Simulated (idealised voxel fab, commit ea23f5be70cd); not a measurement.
The document below concerns the process module designated voxel wiring stack.
FYI the section here is cut, 300 nm wide, cells are 5 nm squares.
Bands, listed from the top down, are how a cross-section gets written in this document; the cross-section itself is a grid of square cells, and a band is one or more rows of them.
Per band: top height and bottom height in nm, followed by the left-to-right materials and their widths in nm; "throughout" marks a single material spanning edge to edge, "air" marks empty space.
Measure heights from 0. That's the level where, below it, the as-received wafer is all one material. The lowest band is bottomless and extends downward; write it as in "from 0 down".
A width such as "30->40" changes by the same amount from each row of cells to the next, from the band's top row to its bottom row.
You'll sometimes find "nothing was modified" written for a step, and that's the way of saying that nowhere in the cross-section did a cell change during that step.
Closed empty spaces (no open way to the top) of 8 cells or more are what "Sealed internal cavities" lists, each as width x height at distance from the left edge, nm for all three.
That trailing text on a step's line, after the settings, is the simulator's own remark on the step.
overlay nm: right-of-plan distance of the mask on a masked step; negative values mean left-of-plan.
**Below is the list of planned process steps**
1,RECEIVE, material Si
2,CONFORMAL_DEP, material SiO2, thk nm 15
3,DIRECTIONAL_DEP, material TiN, thk nm 5
4,DIRECTIONAL_DEP, material W, thk nm 25
5,DIRECTIONAL_DEP, material aC, thk nm 15
6,PATTERN, tone cover, mask id METAL_1, material resist, width nm 20, pitch nm 35, thk nm 30, overlay nm 0
7,DIRECTIONAL_ETCH, etch materials aC, depth nm 15
8,STRIP, etch materials resist
9,DIRECTIONAL_ETCH, etch materials W, depth nm 25
10,DIRECTIONAL_ETCH, etch materials TiN, depth nm 5
11,STRIP, etch materials aC
12,FILL_DEP, material SiO2, thk nm 10
13,CMP, height nm 45
14,CONFORMAL_DEP, material SiCN, thk nm 5
15,DIRECTIONAL_DEP, material lowk, thk nm 20
16,PATTERN, tone open, mask id PLUG_1, material resist, width nm 15, thk nm 20, overlay nm 0
17,DIRECTIONAL_ETCH, etch materials lowk, depth nm 20
18,DIRECTIONAL_ETCH, etch materials SiCN, depth nm 5
19,STRIP, etch materials resist
20,EPI, material Ru, thk nm 10
21,EPI, material Ru, thk nm 10
22,EPI, material Ru, thk nm 5
23,DIRECTIONAL_DEP, material TiN, thk nm 5
24,DIRECTIONAL_DEP, material W, thk nm 25
25,DIRECTIONAL_DEP, material aC, thk nm 15
26,PATTERN, tone cover, mask id METAL_2, material resist, width nm 20, pitch nm 35, thk nm 35, overlay nm 0
27,DIRECTIONAL_ETCH, etch materials aC, depth nm 15
28,STRIP, etch materials resist
29,DIRECTIONAL_ETCH, etch materials W, depth nm 25
30,DIRECTIONAL_ETCH, etch materials TiN, depth nm 5
31,STRIP, etch materials aC
32,CONFORMAL_DEP, material SiN, thk nm 5
33,FILL_DEP, material SiO2, thk nm 5
34,CMP, height nm 100
35,CONFORMAL_DEP, material SiCN, thk nm 5
36,DIRECTIONAL_DEP, material SiO2, thk nm 20
37,PATTERN, tone open, mask id PLUG_2, material resist, width nm 15, thk nm 20, overlay nm 0
38,DIRECTIONAL_ETCH, etch materials SiO2, depth nm 20
39,DIRECTIONAL_ETCH, etch materials SiCN, depth nm 5
40,STRIP, etch materials resist
41,EPI, material Ru, thk nm 10
42,EPI, material Ru, thk nm 10
43,EPI, material Ru, thk nm 5
44,DIRECTIONAL_DEP, material TiN, thk nm 5
45,DIRECTIONAL_DEP, material Ru, thk nm 15
46,MASKED_ETCH, tone cover, mask id METAL_3, width nm 20, pitch nm 35, etch materials Ru, depth nm 15, overlay nm 0
47,MASKED_ETCH, tone cover, mask id METAL_3, width nm 20, pitch nm 35, etch materials TiN, depth nm 5, overlay nm 0
48,CONFORMAL_DEP, material SiCN, thk nm 5
49,FILL_DEP, material SiO2, thk nm 5
50,CMP, height nm 145
51,CONFORMAL_DEP, material SiCN, thk nm 5
**So, the first of our two wafers, run just as we planned it**
**Cross-section: wafer on arrival = after step 1**
from 0 down = Si throughout
Sealed internal cavities: none
**Upon completion of step 2, the wafer appears in cross-section as shown**
from 15 to 0 = SiO2 throughout
Note: structure below 0 unchanged.
**Upon completion of step 3, the wafer appears in cross-section as shown**
from 20 to 15 = TiN throughout
Note: structure below 15 unchanged.
**Upon completion of step 4, the wafer appears in cross-section as shown**
from 45 to 20 = W throughout
Note: structure below 20 unchanged.
**Upon completion of step 5, the wafer appears in cross-section as shown**
from 60 to 45 = aC throughout
Note: structure below 45 unchanged.
**Upon completion of step 6, the wafer appears in cross-section as shown**
from 90 to 60 = 120 nm air / 20 nm resist / 15 nm air / 20 nm resist / 125 nm air
Note: structure below 60 unchanged.
**Upon completion of step 7, the wafer appears in cross-section as shown**
from 75 to 60 = 120 nm air / 20 nm resist / 15 nm air / 20 nm resist / 125 nm air
from 60 to 45 = 120 nm air / 20 nm aC / 15 nm air / 20 nm aC / 125 nm air
Note: structure below 45 unchanged.
**Upon completion of step 8, the wafer appears in cross-section as shown**
from 60 to 45 = 120 nm air / 20 nm aC / 15 nm air / 20 nm aC / 125 nm air
Note: structure below 45 unchanged.
**Upon completion of step 9, the wafer appears in cross-section as shown**
from 60 to 45 = 120 nm air / 20 nm aC / 15 nm air / 20 nm aC / 125 nm air
from 45 to 20 = 120 nm air / 20 nm W / 15 nm air / 20 nm W / 125 nm air
Note: structure below 20 unchanged.
**Upon completion of step 10, the wafer appears in cross-section as shown**
from 60 to 45 = 120 nm air / 20 nm aC / 15 nm air / 20 nm aC / 125 nm air
from 45 to 20 = 120 nm air / 20 nm W / 15 nm air / 20 nm W / 125 nm air
from 20 to 15 = 120 nm air / 20 nm TiN / 15 nm air / 20 nm TiN / 125 nm air
Note: structure below 15 unchanged.
**Upon completion of step 11, the wafer appears in cross-section as shown**
from 45 to 20 = 120 nm air / 20 nm W / 15 nm air / 20 nm W / 125 nm air
Note: structure below 20 unchanged.
**Upon completion of step 12, the wafer appears in cross-section as shown**
from 55 to 45 = SiO2 throughout
from 45 to 20 = 120 nm SiO2 / 20 nm W / 15 nm SiO2 / 20 nm W / 125 nm SiO2
from 20 to 15 = 120 nm SiO2 / 20 nm TiN / 15 nm SiO2 / 20 nm TiN / 125 nm SiO2
Note: structure below 15 unchanged.
**Upon completion of step 13, the wafer appears in cross-section as shown**
from 45 to 20 = 120 nm SiO2 / 20 nm W / 15 nm SiO2 / 20 nm W / 125 nm SiO2
Note: structure below 20 unchanged.
**Upon completion of step 14, the wafer appears in cross-section as shown**
from 50 to 45 = SiCN throughout
Note: structure below 45 unchanged.
**Upon completion of step 15, the wafer appears in cross-section as shown**
from 70 to 50 = lowk throughout
Note: structure below 50 unchanged.
**Upon completion of step 16, the wafer appears in cross-section as shown**
from 90 to 70 = 120 nm resist / 15 nm air / 165 nm resist
Note: structure below 70 unchanged.
**Upon completion of step 17, the wafer appears in cross-section as shown**
from 90 to 70 = 120 nm resist / 15 nm air / 165 nm resist
from 70 to 50 = 120 nm lowk / 15 nm air / 165 nm lowk
Note: structure below 50 unchanged.
**Upon completion of step 18, the wafer appears in cross-section as shown**
from 90 to 70 = 120 nm resist / 15 nm air / 165 nm resist
from 70 to 50 = 120 nm lowk / 15 nm air / 165 nm lowk
from 50 to 45 = 120 nm SiCN / 15 nm air / 165 nm SiCN
Note: structure below 45 unchanged.
**Upon completion of step 19, the wafer appears in cross-section as shown**
from 70 to 50 = 120 nm lowk / 15 nm air / 165 nm lowk
Note: structure below 50 unchanged.
**Upon completion of step 20, the wafer appears in cross-section as shown**
from 70 to 55 = 120 nm lowk / 15 nm air / 165 nm lowk
from 55 to 50 = 120 nm lowk / 15 nm Ru / 165 nm lowk
from 50 to 45 = 120 nm SiCN / 15 nm Ru / 165 nm SiCN
Note: structure below 45 unchanged.
**Upon completion of step 21, the wafer appears in cross-section as shown**
from 70 to 65 = 120 nm lowk / 15 nm air / 165 nm lowk
from 65 to 50 = 120 nm lowk / 15 nm Ru / 165 nm lowk
Note: structure below 50 unchanged.
**Upon completion of step 22, the wafer appears in cross-section as shown**
from 70 to 50 = 120 nm lowk / 15 nm Ru / 165 nm lowk
Note: structure below 50 unchanged.
**Upon completion of step 23, the wafer appears in cross-section as shown**
from 75 to 70 = TiN throughout
Note: structure below 70 unchanged.
**Upon completion of step 24, the wafer appears in cross-section as shown**
from 100 to 75 = W throughout
Note: structure below 75 unchanged.
**Upon completion of step 25, the wafer appears in cross-section as shown**
from 115 to 100 = aC throughout
Note: structure below 100 unchanged.
**Upon completion of step 26, the wafer appears in cross-section as shown**
from 150 to 115 = 120 nm air / 20 nm resist / 15 nm air / 20 nm resist / 125 nm air
Note: structure below 115 unchanged.
**Upon completion of step 27, the wafer appears in cross-section as shown**
from 135 to 115 = 120 nm air / 20 nm resist / 15 nm air / 20 nm resist / 125 nm air
from 115 to 100 = 120 nm air / 20 nm aC / 15 nm air / 20 nm aC / 125 nm air
Note: structure below 100 unchanged.
**Upon completion of step 28, the wafer appears in cross-section as shown**
from 115 to 100 = 120 nm air / 20 nm aC / 15 nm air / 20 nm aC / 125 nm air
Note: structure below 100 unchanged.
**Upon completion of step 29, the wafer appears in cross-section as shown**
from 115 to 100 = 120 nm air / 20 nm aC / 15 nm air / 20 nm aC / 125 nm air
from 100 to 75 = 120 nm air / 20 nm W / 15 nm air / 20 nm W / 125 nm air
Note: structure below 75 unchanged.
**Upon completion of step 30, the wafer appears in cross-section as shown**
from 115 to 100 = 120 nm air / 20 nm aC / 15 nm air / 20 nm aC / 125 nm air
from 100 to 75 = 120 nm air / 20 nm W / 15 nm air / 20 nm W / 125 nm air
from 75 to 70 = 120 nm air / 20 nm TiN / 15 nm air / 20 nm TiN / 125 nm air
Note: structure below 70 unchanged.
**Upon completion of step 31, the wafer appears in cross-section as shown**
from 100 to 75 = 120 nm air / 20 nm W / 15 nm air / 20 nm W / 125 nm air
Note: structure below 75 unchanged.
**Upon completion of step 32, the wafer appears in cross-section as shown**
from 105 to 100 = 115 nm air / 30 nm SiN / 5 nm air / 30 nm SiN / 120 nm air
from 100 to 75 = 115 nm air / 5 nm SiN / 20 nm W / 5 nm SiN / 5 nm air / 5 nm SiN / 20 nm W / 5 nm SiN / 120 nm air
from 75 to 70 = 120 nm SiN / 20 nm TiN / 15 nm SiN / 20 nm TiN / 125 nm SiN
Note: structure below 70 unchanged.
**Upon completion of step 33, the wafer appears in cross-section as shown**
from 110 to 105 = SiO2 throughout
from 105 to 100 = 115 nm SiO2 / 30 nm SiN / 5 nm SiO2 / 30 nm SiN / 120 nm SiO2
from 100 to 75 = 115 nm SiO2 / 5 nm SiN / 20 nm W / 5 nm SiN / 5 nm SiO2 / 5 nm SiN / 20 nm W / 5 nm SiN / 120 nm SiO2
Note: structure below 75 unchanged.
**Upon completion of step 34, the wafer appears in cross-section as shown**
from 100 to 75 = 115 nm SiO2 / 5 nm SiN / 20 nm W / 5 nm SiN / 5 nm SiO2 / 5 nm SiN / 20 nm W / 5 nm SiN / 120 nm SiO2
Note: structure below 75 unchanged.
**Upon completion of step 35, the wafer appears in cross-section as shown**
from 105 to 100 = SiCN throughout
Note: structure below 100 unchanged.
**Upon completion of step 36, the wafer appears in cross-section as shown**
from 125 to 105 = SiO2 throughout
Note: structure below 105 unchanged.
**Upon completion of step 37, the wafer appears in cross-section as shown**
from 145 to 125 = 120 nm resist / 15 nm air / 165 nm resist
Note: structure below 125 unchanged.
**Upon completion of step 38, the wafer appears in cross-section as shown**
from 145 to 125 = 120 nm resist / 15 nm air / 165 nm resist
from 125 to 105 = 120 nm SiO2 / 15 nm air / 165 nm SiO2
Note: structure below 105 unchanged.
**Upon completion of step 39, the wafer appears in cross-section as shown**
from 145 to 125 = 120 nm resist / 15 nm air / 165 nm resist
from 125 to 105 = 120 nm SiO2 / 15 nm air / 165 nm SiO2
from 105 to 100 = 120 nm SiCN / 15 nm air / 165 nm SiCN
Note: structure below 100 unchanged.
**Upon completion of step 40, the wafer appears in cross-section as shown**
from 125 to 105 = 120 nm SiO2 / 15 nm air / 165 nm SiO2
Note: structure below 105 unchanged.
**Upon completion of step 41, the wafer appears in cross-section as shown**
from 125 to 110 = 120 nm SiO2 / 15 nm air / 165 nm SiO2
from 110 to 105 = 120 nm SiO2 / 15 nm Ru / 165 nm SiO2
from 105 to 100 = 120 nm SiCN / 15 nm Ru / 165 nm SiCN
Note: structure below 100 unchanged.
**Upon completion of step 42, the wafer appears in cross-section as shown**
from 125 to 120 = 120 nm SiO2 / 15 nm air / 165 nm SiO2
from 120 to 105 = 120 nm SiO2 / 15 nm Ru / 165 nm SiO2
Note: structure below 105 unchanged.
**Upon completion of step 43, the wafer appears in cross-section as shown**
from 125 to 105 = 120 nm SiO2 / 15 nm Ru / 165 nm SiO2
Note: structure below 105 unchanged.
**Upon completion of step 44, the wafer appears in cross-section as shown**
from 130 to 125 = TiN throughout
Note: structure below 125 unchanged.
**Upon completion of step 45, the wafer appears in cross-section as shown**
from 145 to 130 = Ru throughout
Note: structure below 130 unchanged.
**Upon completion of step 46, the wafer appears in cross-section as shown**
from 145 to 130 = 120 nm air / 20 nm Ru / 15 nm air / 20 nm Ru / 125 nm air
Note: structure below 130 unchanged.
**Upon completion of step 47, the wafer appears in cross-section as shown**
from 145 to 130 = 120 nm air / 20 nm Ru / 15 nm air / 20 nm Ru / 125 nm air
from 130 to 125 = 120 nm air / 20 nm TiN / 15 nm air / 20 nm TiN / 125 nm air
Note: structure below 125 unchanged.
**Upon completion of step 48, the wafer appears in cross-section as shown**
from 150 to 145 = 115 nm air / 30 nm SiCN / 5 nm air / 30 nm SiCN / 120 nm air
from 145 to 130 = 115 nm air / 5 nm SiCN / 20 nm Ru / 5 nm SiCN / 5 nm air / 5 nm SiCN / 20 nm Ru / 5 nm SiCN / 120 nm air
from 130 to 125 = 120 nm SiCN / 20 nm TiN / 15 nm SiCN / 20 nm TiN / 125 nm SiCN
Note: structure below 125 unchanged.
**Upon completion of step 49, the wafer appears in cross-section as shown**
from 155 to 150 = SiO2 throughout
from 150 to 145 = 115 nm SiO2 / 30 nm SiCN / 5 nm SiO2 / 30 nm SiCN / 120 nm SiO2
from 145 to 130 = 115 nm SiO2 / 5 nm SiCN / 20 nm Ru / 5 nm SiCN / 5 nm SiO2 / 5 nm SiCN / 20 nm Ru / 5 nm SiCN / 120 nm SiO2
Note: structure below 130 unchanged.
**Upon completion of step 50, the wafer appears in cross-section as shown**
from 145 to 130 = 115 nm SiO2 / 5 nm SiCN / 20 nm Ru / 5 nm SiCN / 5 nm SiO2 / 5 nm SiCN / 20 nm Ru / 5 nm SiCN / 120 nm SiO2
Note: structure below 130 unchanged.
**Upon completion of step 51, the wafer appears in cross-section as shown**
from 150 to 145 = SiCN throughout
Note: structure below 145 unchanged.
**The second wafer began exactly as the first did and followed the same plan, but one mistake was made while running it; through step 5 inclusive, the two wafers are identical**
**Here is the second wafer in cross-section at the point where step 6 of the plan should have been done**
from 90 to 60 = 110 nm air / 20 nm resist / 15 nm air / 20 nm resist / 135 nm air
Note: structure below 60 unchanged.
**Here is the second wafer in cross-section at the point where step 7 of the plan should have been done**
from 75 to 60 = 110 nm air / 20 nm resist / 15 nm air / 20 nm resist / 135 nm air
from 60 to 45 = 110 nm air / 20 nm aC / 15 nm air / 20 nm aC / 135 nm air
Note: structure below 45 unchanged.
**Here is the second wafer in cross-section at the point where step 8 of the plan should have been done**
from 60 to 45 = 110 nm air / 20 nm aC / 15 nm air / 20 nm aC / 135 nm air
Note: structure below 45 unchanged.
**Here is the second wafer in cross-section at the point where step 9 of the plan should have been done**
from 60 to 45 = 110 nm air / 20 nm aC / 15 nm air / 20 nm aC / 135 nm air
from 45 to 20 = 110 nm air / 20 nm W / 15 nm air / 20 nm W / 135 nm air
Note: structure below 20 unchanged.
**Here is the second wafer in cross-section at the point where step 10 of the plan should have been done**
from 60 to 45 = 110 nm air / 20 nm aC / 15 nm air / 20 nm aC / 135 nm air
from 45 to 20 = 110 nm air / 20 nm W / 15 nm air / 20 nm W / 135 nm air
from 20 to 15 = 110 nm air / 20 nm TiN / 15 nm air / 20 nm TiN / 135 nm air
Note: structure below 15 unchanged.
**Here is the second wafer in cross-section at the point where step 11 of the plan should have been done**
from 45 to 20 = 110 nm air / 20 nm W / 15 nm air / 20 nm W / 135 nm air
Note: structure below 20 unchanged.
**Here is the second wafer in cross-section at the point where step 12 of the plan should have been done**
from 55 to 45 = SiO2 throughout
from 45 to 20 = 110 nm SiO2 / 20 nm W / 15 nm SiO2 / 20 nm W / 135 nm SiO2
from 20 to 15 = 110 nm SiO2 / 20 nm TiN / 15 nm SiO2 / 20 nm TiN / 135 nm SiO2
Note: structure below 15 unchanged.
**Here is the second wafer in cross-section at the point where step 13 of the plan should have been done**
from 45 to 20 = 110 nm SiO2 / 20 nm W / 15 nm SiO2 / 20 nm W / 135 nm SiO2
Note: structure below 20 unchanged.
**Here is the second wafer in cross-section at the point where step 14 of the plan should have been done**
from 50 to 45 = SiCN throughout
Note: structure below 45 unchanged.
**Here is the second wafer in cross-section at the point where step 15 of the plan should have been done**
from 70 to 50 = lowk throughout
Note: structure below 50 unchanged.
**Here is the second wafer in cross-section at the point where step 16 of the plan should have been done**
from 90 to 70 = 120 nm resist / 15 nm air / 165 nm resist
Note: structure below 70 unchanged.
**Here is the second wafer in cross-section at the point where step 17 of the plan should have been done**
from 90 to 70 = 120 nm resist / 15 nm air / 165 nm resist
from 70 to 50 = 120 nm lowk / 15 nm air / 165 nm lowk
Note: structure below 50 unchanged.
**Here is the second wafer in cross-section at the point where step 18 of the plan should have been done**
from 90 to 70 = 120 nm resist / 15 nm air / 165 nm resist
from 70 to 50 = 120 nm lowk / 15 nm air / 165 nm lowk
from 50 to 45 = 120 nm SiCN / 15 nm air / 165 nm SiCN
Note: structure below 45 unchanged.
**Here is the second wafer in cross-section at the point where step 19 of the plan should have been done**
from 70 to 50 = 120 nm lowk / 15 nm air / 165 nm lowk
Note: structure below 50 unchanged.
**Here is the second wafer in cross-section at the point where step 20 of the plan should have been done**
from 70 to 55 = 120 nm lowk / 15 nm air / 165 nm lowk
from 55 to 50 = 120 nm lowk / 15 nm Ru / 165 nm lowk
from 50 to 45 = 120 nm SiCN / 15 nm Ru / 165 nm SiCN
Note: structure below 45 unchanged.
**Here is the second wafer in cross-section at the point where step 21 of the plan should have been done**
from 70 to 65 = 120 nm lowk / 15 nm air / 165 nm lowk
from 65 to 50 = 120 nm lowk / 15 nm Ru / 165 nm lowk
Note: structure below 50 unchanged.
**Here is the second wafer in cross-section at the point where step 22 of the plan should have been done**
from 70 to 50 = 120 nm lowk / 15 nm Ru / 165 nm lowk
Note: structure below 50 unchanged.
**Here is the second wafer in cross-section at the point where step 23 of the plan should have been done**
from 75 to 70 = TiN throughout
Note: structure below 70 unchanged.
**Here is the second wafer in cross-section at the point where step 24 of the plan should have been done**
from 100 to 75 = W throughout
Note: structure below 75 unchanged.
**Here is the second wafer in cross-section at the point where step 25 of the plan should have been done**
from 115 to 100 = aC throughout
Note: structure below 100 unchanged.
**Here is the second wafer in cross-section at the point where step 26 of the plan should have been done**
from 150 to 115 = 120 nm air / 20 nm resist / 15 nm air / 20 nm resist / 125 nm air
Note: structure below 115 unchanged.
**Here is the second wafer in cross-section at the point where step 27 of the plan should have been done**
from 135 to 115 = 120 nm air / 20 nm resist / 15 nm air / 20 nm resist / 125 nm air
from 115 to 100 = 120 nm air / 20 nm aC / 15 nm air / 20 nm aC / 125 nm air
Note: structure below 100 unchanged.
**Here is the second wafer in cross-section at the point where step 28 of the plan should have been done**
from 115 to 100 = 120 nm air / 20 nm aC / 15 nm air / 20 nm aC / 125 nm air
Note: structure below 100 unchanged.
**Here is the second wafer in cross-section at the point where step 29 of the plan should have been done**
from 115 to 100 = 120 nm air / 20 nm aC / 15 nm air / 20 nm aC / 125 nm air
from 100 to 75 = 120 nm air / 20 nm W / 15 nm air / 20 nm W / 125 nm air
Note: structure below 75 unchanged.
**Here is the second wafer in cross-section at the point where step 30 of the plan should have been done**
from 115 to 100 = 120 nm air / 20 nm aC / 15 nm air / 20 nm aC / 125 nm air
from 100 to 75 = 120 nm air / 20 nm W / 15 nm air / 20 nm W / 125 nm air
from 75 to 70 = 120 nm air / 20 nm TiN / 15 nm air / 20 nm TiN / 125 nm air
Note: structure below 70 unchanged.
**Here is the second wafer in cross-section at the point where step 31 of the plan should have been done**
from 100 to 75 = 120 nm air / 20 nm W / 15 nm air / 20 nm W / 125 nm air
Note: structure below 75 unchanged.
**Here is the second wafer in cross-section at the point where step 32 of the plan should have been done**
from 105 to 100 = 115 nm air / 30 nm SiN / 5 nm air / 30 nm SiN / 120 nm air
from 100 to 75 = 115 nm air / 5 nm SiN / 20 nm W / 5 nm SiN / 5 nm air / 5 nm SiN / 20 nm W / 5 nm SiN / 120 nm air
from 75 to 70 = 120 nm SiN / 20 nm TiN / 15 nm SiN / 20 nm TiN / 125 nm SiN
Note: structure below 70 unchanged.
**Here is the second wafer in cross-section at the point where step 33 of the plan should have been done**
from 110 to 105 = SiO2 throughout
from 105 to 100 = 115 nm SiO2 / 30 nm SiN / 5 nm SiO2 / 30 nm SiN / 120 nm SiO2
from 100 to 75 = 115 nm SiO2 / 5 nm SiN / 20 nm W / 5 nm SiN / 5 nm SiO2 / 5 nm SiN / 20 nm W / 5 nm SiN / 120 nm SiO2
Note: structure below 75 unchanged.
**Here is the second wafer in cross-section at the point where step 34 of the plan should have been done**
from 100 to 75 = 115 nm SiO2 / 5 nm SiN / 20 nm W / 5 nm SiN / 5 nm SiO2 / 5 nm SiN / 20 nm W / 5 nm SiN / 120 nm SiO2
Note: structure below 75 unchanged.
**Here is the second wafer in cross-section at the point where step 35 of the plan should have been done**
from 105 to 100 = SiCN throughout
Note: structure below 100 unchanged.
**Here is the second wafer in cross-section at the point where step 36 of the plan should have been done**
from 125 to 105 = SiO2 throughout
Note: structure below 105 unchanged.
**Here is the second wafer in cross-section at the point where step 37 of the plan should have been done**
from 145 to 125 = 120 nm resist / 15 nm air / 165 nm resist
Note: structure below 125 unchanged.
**Here is the second wafer in cross-section at the point where step 38 of the plan should have been done**
from 145 to 125 = 120 nm resist / 15 nm air / 165 nm resist
from 125 to 105 = 120 nm SiO2 / 15 nm air / 165 nm SiO2
Note: structure below 105 unchanged.
**Here is the second wafer in cross-section at the point where step 39 of the plan should have been done**
from 145 to 125 = 120 nm resist / 15 nm air / 165 nm resist
from 125 to 105 = 120 nm SiO2 / 15 nm air / 165 nm SiO2
from 105 to 100 = 120 nm SiCN / 15 nm air / 165 nm SiCN
Note: structure below 100 unchanged.
**Here is the second wafer in cross-section at the point where step 40 of the plan should have been done**
from 125 to 105 = 120 nm SiO2 / 15 nm air / 165 nm SiO2
Note: structure below 105 unchanged.
**Here is the second wafer in cross-section at the point where step 41 of the plan should have been done**
from 125 to 110 = 120 nm SiO2 / 15 nm air / 165 nm SiO2
from 110 to 105 = 120 nm SiO2 / 15 nm Ru / 165 nm SiO2
from 105 to 100 = 120 nm SiCN / 15 nm Ru / 165 nm SiCN
Note: structure below 100 unchanged.
**Here is the second wafer in cross-section at the point where step 42 of the plan should have been done**
from 125 to 120 = 120 nm SiO2 / 15 nm air / 165 nm SiO2
from 120 to 105 = 120 nm SiO2 / 15 nm Ru / 165 nm SiO2
Note: structure below 105 unchanged.
**Here is the second wafer in cross-section at the point where step 43 of the plan should have been done**
from 125 to 105 = 120 nm SiO2 / 15 nm Ru / 165 nm SiO2
Note: structure below 105 unchanged.
**Here is the second wafer in cross-section at the point where step 44 of the plan should have been done**
from 130 to 125 = TiN throughout
Note: structure below 125 unchanged.
**Here is the second wafer in cross-section at the point where step 45 of the plan should have been done**
from 145 to 130 = Ru throughout
Note: structure below 130 unchanged.
**Here is the second wafer in cross-section at the point where step 46 of the plan should have been done**
from 145 to 130 = 120 nm air / 20 nm Ru / 15 nm air / 20 nm Ru / 125 nm air
Note: structure below 130 unchanged.
**Here is the second wafer in cross-section at the point where step 47 of the plan should have been done**
from 145 to 130 = 120 nm air / 20 nm Ru / 15 nm air / 20 nm Ru / 125 nm air
from 130 to 125 = 120 nm air / 20 nm TiN / 15 nm air / 20 nm TiN / 125 nm air
Note: structure below 125 unchanged.
**Here is the second wafer in cross-section at the point where step 48 of the plan should have been done**
from 150 to 145 = 115 nm air / 30 nm SiCN / 5 nm air / 30 nm SiCN / 120 nm air
from 145 to 130 = 115 nm air / 5 nm SiCN / 20 nm Ru / 5 nm SiCN / 5 nm air / 5 nm SiCN / 20 nm Ru / 5 nm SiCN / 120 nm air
from 130 to 125 = 120 nm SiCN / 20 nm TiN / 15 nm SiCN / 20 nm TiN / 125 nm SiCN
Note: structure below 125 unchanged.
**Here is the second wafer in cross-section at the point where step 49 of the plan should have been done**
from 155 to 150 = SiO2 throughout
from 150 to 145 = 115 nm SiO2 / 30 nm SiCN / 5 nm SiO2 / 30 nm SiCN / 120 nm SiO2
from 145 to 130 = 115 nm SiO2 / 5 nm SiCN / 20 nm Ru / 5 nm SiCN / 5 nm SiO2 / 5 nm SiCN / 20 nm Ru / 5 nm SiCN / 120 nm SiO2
Note: structure below 130 unchanged.
**Here is the second wafer in cross-section at the point where step 50 of the plan should have been done**
from 145 to 130 = 115 nm SiO2 / 5 nm SiCN / 20 nm Ru / 5 nm SiCN / 5 nm SiO2 / 5 nm SiCN / 20 nm Ru / 5 nm SiCN / 120 nm SiO2
Note: structure below 130 unchanged.
**Here is the second wafer in cross-section at the point where step 51 of the plan should have been done**
from 150 to 145 = SiCN throughout
Note: structure below 145 unchanged.
Misprocessing identified: step 6 changed vs plan, executed as PATTERN, tone cover, mask id METAL_1, material resist, width nm 20, pitch nm 35, thk nm 30, overlay nm -10
In the final comparison it is observed that the number of cells assigned to each material is identical for the two wafers, whereas their placement is not.
